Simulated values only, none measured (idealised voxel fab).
Herein follows the process module entitled voxel wiring stack.
Displayed cross-section: cut, width of 300 nm, square cells sized 5 nm.
A cross-section is a grid of square cells, given in bands from the top down. A band is one or more rows of cells. Band: top and bottom heights (nm) first, top before bottom; then materials from left to right, widths in nm. "everywhere" marks a sole material filling the band edge to edge. "air" denotes empty space. Counting heights begins at 0, where everything beneath is, in the wafer as received, one material. The lowest band has no bottom; it goes on downwards, as "0 -> down" shows. You'd read "30..40" like this: the band's top row of cells is as wide as the first number, its bottom row is as wide as the second, and going down, every row changes width by the same amount as the row before did. Reading "nothing different" for a step: not a cell of the cross-section changed in it. Closed empty spaces (no open way to the top) of 8 cells or more are what "Enclosed void list" lists, each as width x height at distance from the left edge, nm for all three. On a step's line, text after the settings is the simulator commenting on that step. Steps that use a mask can have "overlay nm" on their line. It says how far the mask sat to the right of where it was meant to be. Negative means to the left.

The process steps that were planned are listed below:
step 1: op RECEIVE | material Si
step 2: op CONFORMAL_DEP | material SiO2 | thk nm 15
step 3: op DIRECTIONAL_DEP | material TiN | thk nm 5
step 4: op DIRECTIONAL_DEP | material Ru | thk nm 25
step 5: op PATTERN | tone cover | mask id METAL_1 | material resist | width nm 20 | pitch nm 35 | thk nm 20 | overlay nm 0
step 6: op DIRECTIONAL_ETCH | etch materials Ru | depth nm 25
step 7: op DIRECTIONAL_ETCH | etch materials TiN | depth nm 5
step 8: op STRIP | etch materials resist
step 9: op FILL_DEP | material SiO2 | thk nm 5
step 10: op CMP | height nm 45
step 11: op CONFORMAL_DEP | material SiCN | thk nm 5
step 12: op DIRECTIONAL_DEP | material SiO2 | thk nm 30
step 13: op PATTERN | tone open | mask id METAL_2_HOLES | material resist | width nm 15 | pitch nm 35 | thk nm 20 | overlay nm 0
step 14: op DIRECTIONAL_ETCH | etch materials SiO2 | depth nm 30
step 15: op STRIP | etch materials resist
step 16: op PATTERN | tone open | mask id METAL_2 | material resist | width nm 20 | pitch nm 35 | thk nm 20 | overlay nm 0
step 17: op DIRECTIONAL_ETCH | etch materials SiO2 | depth nm 15
step 18: op DIRECTIONAL_ETCH | etch materials SiCN | depth nm 5
step 19: op STRIP | etch materials resist
step 20: op CONFORMAL_DEP | material TiN | thk nm 5
step 21: op FILL_DEP | material Cu | thk nm 10
step 22: op CMP | height nm 80
step 23: op CONFORMAL_DEP | material SiCN | thk nm 5
step 24: op DIRECTIONAL_DEP | material SiO2 | thk nm 10
step 25: op MASKED_ETCH | tone open | mask id PLUG_2 | width nm 15 | pitch nm 35 | etch materials SiO2 | depth nm 10 | overlay nm 0
step 26: op MASKED_ETCH | tone open | mask id PLUG_2 | width nm 15 | pitch nm 35 | etch materials SiCN | depth nm 5 | overlay nm 0
step 27: op EPI | material Ru | thk nm 10
step 28: op EPI | material Ru | thk nm 5
step 29: op DIRECTIONAL_DEP | material TiN | thk nm 5
step 30: op DIRECTIONAL_DEP | material Ru | thk nm 20
step 31: op MASKED_ETCH | tone cover | mask id METAL_3 | width nm 20 | pitch nm 35 | etch materials Ru | depth nm 20 | overlay nm 0
step 32: op MASKED_ETCH | tone cover | mask id METAL_3 | width nm 20 | pitch nm 35 | etch materials TiN | depth nm 5 | overlay nm 0
step 33: op FILL_DEP | material SiO2 | thk nm 10
step 34: op CMP | height nm 120
step 35: op CONFORMAL_DEP | material SiCN | thk nm 5
step 36: op DIRECTIONAL_DEP | material SiO2 | thk nm 20
step 37: op DIRECTIONAL_DEP | material aC | thk nm 10
step 38: op PATTERN | tone open | mask id PLUG_3 | material resist | width nm 15 | pitch nm 35 | thk nm 25 | overlay nm 0
step 39: op DIRECTIONAL_ETCH | etch materials aC | depth nm 10
step 40: op STRIP | etch materials resist
step 41: op DIRECTIONAL_ETCH | etch materials SiO2 | depth nm 20
step 42: op DIRECTIONAL_ETCH | etch materials SiCN | depth nm 5
step 43: op STRIP | etch materials aC
step 44: op CONFORMAL_DEP | material TiN | thk nm 5
step 45: op FILL_DEP | material Cu | thk nm 10
step 46: op CMP | height nm 145
step 47: op DIRECTIONAL_DEP | material TiN | thk nm 5
step 48: op DIRECTIONAL_DEP | material W | thk nm 25
step 49: op MASKED_ETCH | tone cover | mask id METAL_4 | width nm 20 | pitch nm 35 | etch materials W | depth nm 25 | overlay nm 0
step 50: op MASKED_ETCH | tone cover | mask id METAL_4 | width nm 20 | pitch nm 35 | etch materials TiN | depth nm 5 | overlay nm 0
step 51: op CONFORMAL_DEP | material SiN | thk nm 5
step 52: op FILL_DEP | material lowk | thk nm 5
step 53: op CMP | height nm 175
step 54: op CONFORMAL_DEP | material SiN | thk nm 5

Cross-section of the wafer at receipt, which is the condition after step 1:
- 0 -> down = Si everywhere
- Enclosed void list: none

Wafer cross-section at module end: first of two, run to plan:
- 180 -> 175 = SiN everywhere
- 175 -> 150 = 80 lowk, then 5 SiN, then 20 W, then 5 SiN, then 5 lowk, then 5 SiN, then 20 W, then 5 SiN, then 5 lowk, then 5 SiN, then 20 W, then 5 SiN, then 5 lowk, then 5 SiN, then 20 W, then 5 SiN, then 85 lowk
- 150 -> 145 = 85 SiN, then 20 TiN, then 15 SiN, then 20 TiN, then 15 SiN, then 20 TiN, then 15 SiN, then 20 TiN, then 90 SiN
- 145 -> 125 = 85 SiO2, then 5 TiN, then 5 Cu, then 5 TiN, then 20 SiO2, then 5 TiN, then 5 Cu, then 5 TiN, then 20 SiO2, then 5 TiN, then 5 Cu, then 5 TiN, then 20 SiO2, then 5 TiN, then 5 Cu, then 5 TiN, then 95 SiO2
- 125 -> 120 = 85 SiCN, then 15 TiN, then 20 SiCN, then 15 TiN, then 20 SiCN, then 15 TiN, then 20 SiCN, then 15 TiN, then 95 SiCN
- 120 -> 100 = 85 SiO2, then 20 Ru, then 15 SiO2, then 20 Ru, then 15 SiO2, then 20 Ru, then 15 SiO2, then 20 Ru, then 90 SiO2
- 100 -> 95 = 85 SiO2, then 20 TiN, then 15 SiO2, then 20 TiN, then 15 SiO2, then 20 TiN, then 15 SiO2, then 20 TiN, then 90 SiO2
- 95 -> 85 = 85 SiO2, then 15 Ru, then 20 SiO2, then 15 Ru, then 20 SiO2, then 15 Ru, then 20 SiO2, then 15 Ru, then 95 SiO2
- 85 -> 80 = 85 SiCN, then 15 Ru, then 20 SiCN, then 15 Ru, then 20 SiCN, then 15 Ru, then 20 SiCN, then 15 Ru, then 95 SiCN
- 80 -> 70 = 85 SiO2, then 5 TiN, then 10 Cu, then 5 TiN, then 15 SiO2, then 5 TiN, then 10 Cu, then 5 TiN, then 15 SiO2, then 5 TiN, then 10 Cu, then 5 TiN, then 15 SiO2, then 5 TiN, then 10 Cu, then 5 TiN, then 90 SiO2
- 70 -> 65 = 85 SiO2, then 5 TiN, then 5 Cu, then 10 TiN, then 15 SiO2, then 5 TiN, then 5 Cu, then 10 TiN, then 15 SiO2, then 5 TiN, then 5 Cu, then 10 TiN, then 15 SiO2, then 5 TiN, then 5 Cu, then 10 TiN, then 90 SiO2
- 65 -> 50 = 85 SiO2, then 5 TiN, then 5 Cu, then 5 TiN, then 20 SiO2, then 5 TiN, then 5 Cu, then 5 TiN, then 20 SiO2, then 5 TiN, then 5 Cu, then 5 TiN, then 20 SiO2, then 5 TiN, then 5 Cu, then 5 TiN, then 95 SiO2
- 50 -> 45 = 85 SiCN, then 15 TiN, then 20 SiCN, then 15 TiN, then 20 SiCN, then 15 TiN, then 20 SiCN, then 15 TiN, then 95 SiCN
- 45 -> 20 = 85 SiO2, then 20 Ru, then 15 SiO2, then 20 Ru, then 15 SiO2, then 20 Ru, then 15 SiO2, then 20 Ru, then 90 SiO2
- 20 -> 15 = 85 SiO2, then 20 TiN, then 15 SiO2, then 20 TiN, then 15 SiO2, then 20 TiN, then 15 SiO2, then 20 TiN, then 90 SiO2
- 15 -> 0 = SiO2 everywhere
- 0 -> down = Si everywhere
- Enclosed void list: none

End of module, second wafer, cross-section. Started like the first, planned like the first, run with one mistake:
- 180 -> 175 = SiN everywhere
- 175 -> 150 = 80 lowk, then 5 SiN, then 20 W, then 5 SiN, then 5 lowk, then 5 SiN, then 20 W, then 5 SiN, then 5 lowk, then 5 SiN, then 20 W, then 5 SiN, then 5 lowk, then 5 SiN, then 20 W, then 5 SiN, then 85 lowk
- 150 -> 145 = 85 SiN, then 20 TiN, then 15 SiN, then 20 TiN, then 15 SiN, then 20 TiN, then 15 SiN, then 20 TiN, then 90 SiN
- 145 -> 125 = 85 SiO2, then 5 TiN, then 5 Cu, then 5 TiN, then 20 SiO2, then 5 TiN, then 5 Cu, then 5 TiN, then 20 SiO2, then 5 TiN, then 5 Cu, then 5 TiN, then 20 SiO2, then 5 TiN, then 5 Cu, then 5 TiN, then 95 SiO2
- 125 -> 120 = 85 SiCN, then 15 TiN, then 20 SiCN, then 15 TiN, then 20 SiCN, then 15 TiN, then 20 SiCN, then 15 TiN, then 95 SiCN
- 120 -> 100 = 85 SiO2, then 20 Ru, then 15 SiO2, then 20 Ru, then 15 SiO2, then 20 Ru, then 15 SiO2, then 20 Ru, then 90 SiO2
- 100 -> 95 = 85 SiO2, then 20 TiN, then 15 SiO2, then 20 TiN, then 15 SiO2, then 20 TiN, then 15 SiO2, then 20 TiN, then 90 SiO2
- 95 -> 85 = 85 SiO2, then 15 Ru, then 20 SiO2, then 15 Ru, then 20 SiO2, then 15 Ru, then 20 SiO2, then 15 Ru, then 95 SiO2
- 85 -> 80 = 85 SiCN, then 15 Ru, then 20 SiCN, then 15 Ru, then 20 SiCN, then 15 Ru, then 20 SiCN, then 15 Ru, then 95 SiCN
- 80 -> 70 = 95 Cu, then 5 TiN, then 5 SiO2, then 5 TiN, then 20 Cu, then 5 TiN, then 5 SiO2, then 5 TiN, then 20 Cu, then 5 TiN, then 5 SiO2, then 5 TiN, then 20 Cu, then 5 TiN, then 5 SiO2, then 5 TiN, then 85 Cu
- 70 -> 65 = 90 TiN, then 5 Cu, then 5 TiN, then 5 SiO2, then 20 TiN, then 5 Cu, then 5 TiN, then 5 SiO2, then 20 TiN, then 5 Cu, then 5 TiN, then 5 SiO2, then 20 TiN, then 5 Cu, then 5 TiN, then 5 SiO2, then 90 TiN
- 65 -> 55 = 85 SiO2, then 5 TiN, then 5 Cu, then 5 TiN, then 20 SiO2, then 5 TiN, then 5 Cu, then 5 TiN, then 20 SiO2, then 5 TiN, then 5 Cu, then 5 TiN, then 20 SiO2, then 5 TiN, then 5 Cu, then 5 TiN, then 95 SiO2
- 55 -> 50 = 85 SiO2, then 15 TiN, then 20 SiO2, then 15 TiN, then 20 SiO2, then 15 TiN, then 20 SiO2, then 15 TiN, then 95 SiO2
- 50 -> 45 = SiCN everywhere
- 45 -> 20 = 85 SiO2, then 20 Ru, then 15 SiO2, then 20 Ru, then 15 SiO2, then 20 Ru, then 15 SiO2, then 20 Ru, then 90 SiO2
- 20 -> 15 = 85 SiO2, then 20 TiN, then 15 SiO2, then 20 TiN, then 15 SiO2, then 20 TiN, then 15 SiO2, then 20 TiN, then 90 SiO2
- 15 -> 0 = SiO2 everywhere
- 0 -> down = Si everywhere
- Enclosed void list: none
Short version of what went wrong: in deviation from the planned setting, step 16 was conducted as op PATTERN | tone cover | mask id METAL_2 | material resist | width nm 20 | pitch nm 35 | thk nm 20 | overlay nm 0
End of process, cell counts, second wafer against first, materials with more or fewer: Cu: 76 more | SiCN: 12 more | SiO2: 120 fewer | TiN: 32 more
